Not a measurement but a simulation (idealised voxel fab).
The following is a process module called voxel lift off.
Pictured: cross-section cut, 190 nm wide, on a grid of 5 nm square cells.
We lay out every cross-section as a grid of square cells and spell it out in bands from the top down, where one band means one or more rows of cells. Look at the band entry: it leads with the top's height and the bottom's height in nm. Then it lists the materials left to right, with a width in nm for each. The word "full width" on a single material says that material fills the band edge to edge. The word "empty" is empty space. Heads up on the height convention: 0 is the point under which the incoming wafer is all one material, and the lowest band has no bottom, it just keeps going down, like "0 down". It should be noted that a width expressed as "30 to 40" varies in equal increments from row to row of cells within the band, taking the value of the first number at the top row and that of the second number at the bottom row. You'll sometimes find "left unchanged" written for a step, and that's the way of saying that nowhere in the cross-section did a cell change during that step. Cavities, closed: empty space of 8 cells or more with no open way to the top, each as width x height at its distance from the left edge, in nm. Heads up: the bit after the settings on a step's line is the simulator's remark on that step. overlay nm: for a step with a mask, the amount by which the mask lay right of where it was planned; a negative amount means left of it.

**Steps planned for the process**
1) RECEIVE: material Si
2) CONFORMAL_DEP: material Al2O3, thk nm 5
3) PATTERN: tone open, mask id LINES, material resist, width nm 30, pitch nm 55, thk nm 20, overlay nm 0
4) DIRECTIONAL_DEP: material Ru, thk nm 10
5) STRIP: etch materials resist
6) CONFORMAL_DEP: material SiCN, thk nm 5

**So this is the incoming wafer in cross-section - it's already been through step 1**
0 down | Si full width
Cavities, closed: none

**a wafer at the end: this start, this plan, one mistake**
20 to 15 | 50 nm empty | 35 nm SiCN | 20 nm empty | 35 nm SiCN | 50 nm empty
15 to 10 | 50 nm empty | 5 nm SiCN | 25 nm Ru | 5 nm SiCN | 20 nm empty | 5 nm SiCN | 25 nm Ru | 5 nm SiCN | 50 nm empty
10 to 5 | 55 nm SiCN | 25 nm Ru | 30 nm SiCN | 25 nm Ru | 55 nm SiCN
5 to 0 | Al2O3 full width
0 down | Si full width
Cavities, closed: none
Short version of what went wrong: step 3 deviated from plan and actually ran as PATTERN: tone open, mask id LINES, material resist, width nm 25, pitch nm 55, thk nm 20, overlay nm 0
